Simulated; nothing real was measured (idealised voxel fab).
The following process module bears the name voxel self aligned contacts.
Pictured: cross-section cut, 265 nm wide, on a grid of 5 nm square cells.
Heads up, the way a cross-section reads in here is a grid of square cells, handed over as bands from the top down, with every band being one or more rows of cells. Read a band's entry like this: the first values are the height of its top and the height of its bottom in nm, and what follows is the sequence of materials from left to right, each with its width in nm. Note that "empty" is empty space, and that a single material marked "all across" reaches across the band from edge to edge. Zero point of the height axis is 0; under it, received wafer = one material. Lowest band: continues down indefinitely, "0 down". A width such as "30 to 40" changes by the same amount from each row of cells to the next, from the band's top row to its bottom row. It should be understood that the words "nothing was modified", when stated for a given step, signify that the cross-section underwent no change in any of its cells during that step. Look at "Cavities, closed" for the closed voids: empty spaces with no open path to the top, sized 8 cells or up. Each is width x height at distance, distance from the left edge, all nm. On each step's line, the part that comes after the settings is the simulator's own comment on the step. "overlay nm" denotes, for a step that has a mask, the displacement of the mask to the right of its planned place, with negative values corresponding to the left. Pairs follow: section before one process step, section after it down to the lowest changed band, step with settings underneath. Pairs may come from different runs of this module on the same starting wafer; continuity with the pair above only as stated in the "Prior to processing" entry.
### Prior to processing
	55 to 45 = SiO2 all across
	45 to 30 = SiN 65 nm, SiO2 15 nm, SiN 45 nm, SiO2 15 nm, SiN 45 nm, SiO2 15 nm, SiN 65 nm
	30 to 0 = polySi 60 nm, SiN 5 nm, SiO2 15 nm, SiN 5 nm, polySi 35 nm, SiN 5 nm, SiO2 15 nm, SiN 5 nm, polySi 35 nm, SiN 5 nm, SiO2 15 nm, SiN 5 nm, polySi 60 nm
	0 to -5 = SiO2 all across
	-5 down = Si all across
	Cavities, closed: none
### Post-Step Geometry
	55 to 45 = SiO2 80 nm, empty 45 nm, SiO2 15 nm, empty 45 nm, SiO2 80 nm
	Lower than 45, everything is as it was.
	Cavities, closed: none
Step, pre vs post cross-sections above: MASKED_ETCH [tone open] [mask id CONTACT] [width nm 45] [pitch nm 60] [etch materials SiO2] [depth nm 60] [overlay nm 0]
Prior to processing: after-state, pair directly above.
### Post-Step Geometry
	60 to 55 = TiN 85 nm, empty 35 nm, TiN 25 nm, empty 35 nm, TiN 85 nm
	55 to 50 = SiO2 80 nm, TiN 5 nm, empty 35 nm, TiN 5 nm, SiO2 15 nm, TiN 5 nm, empty 35 nm, TiN 5 nm, SiO2 80 nm
	50 to 45 = SiO2 80 nm, TiN 45 nm, SiO2 15 nm, TiN 45 nm, SiO2 80 nm
	Lower than 45, everything is as it was.
	Cavities, closed: none
Step, pre vs post cross-sections above: CONFORMAL_DEP [material TiN] [thk nm 5]
Prior to processing: after-state, pair directly above.
### Post-Step Geometry
	65 to 60 = Ru all across
	60 to 55 = TiN 85 nm, Ru 35 nm, TiN 25 nm, Ru 35 nm, TiN 85 nm
	55 to 50 = SiO2 80 nm, TiN 5 nm, Ru 35 nm, TiN 5 nm, SiO2 15 nm, TiN 5 nm, Ru 35 nm, TiN 5 nm, SiO2 80 nm
	Lower than 50, everything is as it was.
	Cavities, closed: none
Step, pre vs post cross-sections above: FILL_DEP [material Ru] [thk nm 5]
Prior to processing: after-state, pair directly above.
### Post-Step Geometry
	55 to 50 = SiO2 80 nm, TiN 5 nm, Ru 35 nm, TiN 5 nm, SiO2 15 nm, TiN 5 nm, Ru 35 nm, TiN 5 nm, SiO2 80 nm
	Lower than 50, everything is as it was.
	Cavities, closed: none
Step, pre vs post cross-sections above: CMP [height nm 55]
Prior to processing: after-state, pair directly above.
### Post-Step Geometry
	60 to 55 = SiCN all across
	Lower than 55, everything is as it was.
	Cavities, closed: none
Step, pre vs post cross-sections above: CONFORMAL_DEP [material SiCN] [thk nm 5]
